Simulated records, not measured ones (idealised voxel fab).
process module | voxel ribs on slabs
cross-section cut | 250 nm wide | cells 5 nm
A cross-section is a grid of square cells, given in bands from the top down. A band is one or more rows of cells.
Each band's line starts with the height of the band's top and of its bottom, in nm. Then come its materials from left to right, each with its width in nm. One material with "throughout" fills the band from edge to edge. "air" is empty space.
Height 0 is the level under which the wafer as received is all one material. The lowest band goes on downwards, as in "0 down".
A width such as "30 to 40" changes by the same amount from each row of cells to the next, from the band's top row to its bottom row.
"no change" after a step means that no cell of the cross-section changed.
closed voids: empty space of 8 cells or more with no open way to the top, each as width x height at its distance from the left edge, in nm
after a step's settings: what the simulator itself notes on the step
overlay nm, on a step with a mask: how far to the right of its planned place the mask lay; to the left if negative
plan
1 op RECEIVE | material Si
2 op DIRECTIONAL_DEP | material SiO2 | thk nm 20
3 op DIRECTIONAL_DEP | material polySi | thk nm 20
4 op MASKED_ETCH | tone cover | mask id RIB | width nm 20 | etch materials polySi | depth nm 5 | overlay nm 0
5 op DIRECTIONAL_DEP | material aC | thk nm 10
6 op PATTERN | tone cover | mask id SLAB | material resist | width nm 80 | thk nm 30 | overlay nm 0
7 op DIRECTIONAL_ETCH | etch materials aC | depth nm 10
8 op STRIP | etch materials resist
9 op DIRECTIONAL_ETCH | etch materials polySi | depth nm 15
10 op STRIP | etch materials aC
11 op FILL_DEP | material SiO2 | thk nm 30
12 op CMP | height nm 60
13 op DIRECTIONAL_DEP | material W | thk nm 5
14 op MASKED_ETCH | tone cover | mask id HEATER | width nm 30 | etch materials W | depth nm 5 | overlay nm 0
15 op CONFORMAL_DEP | material SiN | thk nm 10
first wafer, as planned
as received, after step 1
  0 down: Si throughout
  closed voids: none
after step 2
  20 to 0: SiO2 throughout
  below 0: unchanged
after step 3
  40 to 20: polySi throughout
  below 20: unchanged
after step 4
  40 to 35: air 115 | polySi 20 | air 115
  below 35: unchanged
after step 5
  50 to 45: air 115 | aC 20 | air 115
  45 to 40: aC throughout
  40 to 35: aC 115 | polySi 20 | aC 115
  below 35: unchanged
after step 6
  80 to 50: air 85 | resist 80 | air 85
  50 to 45: air 85 | resist 30 | aC 20 | resist 30 | air 85
  below 45: unchanged
after step 7
  70 to 50: air 85 | resist 80 | air 85
  50 to 45: air 85 | resist 30 | aC 20 | resist 30 | air 85
  45 to 40: air 85 | aC 80 | air 85
  40 to 35: air 85 | aC 30 | polySi 20 | aC 30 | air 85
  below 35: unchanged
after step 8
  50 to 40: air 115 to 85 | aC 20 to 80 | air 115 to 85
  below 40: unchanged
after step 9
  50 to 40: air 115 to 85 | aC 20 to 80 | air 115 to 85
  40 to 35: air 85 | aC 30 | polySi 20 | aC 30 | air 85
  35 to 20: air 85 | polySi 80 | air 85
  below 20: unchanged
after step 10
  40 to 35: air 115 | polySi 20 | air 115
  below 35: unchanged
after step 11
  70 to 40: SiO2 throughout
  40 to 35: SiO2 115 | polySi 20 | SiO2 115
  35 to 20: SiO2 85 | polySi 80 | SiO2 85
  below 20: unchanged
after step 12
  60 to 40: SiO2 throughout
  below 40: unchanged
after step 13
  65 to 60: W throughout
  below 60: unchanged
after step 14
  65 to 60: air 110 | W 30 | air 110
  below 60: unchanged
after step 15
  75 to 70: air 100 | SiN 50 | air 100
  70 to 65: SiN throughout
  65 to 60: SiN 110 | W 30 | SiN 110
  below 60: unchanged
second wafer: like start, like plan, one mistake. Through step 12 it matches the first wafer
when step 13 should have ended
  65 to 60: aC throughout
  below 60: unchanged
when step 14 should have ended: no change
when step 15 should have ended
  75 to 65: SiN throughout
  below 65: unchanged
what went wrong: step 13 ran as: op DIRECTIONAL_DEP | material aC | thk nm 5
at the end the second wafer has, in cells: 4 fewer of SiN | 6 fewer of W | 50 more of aC
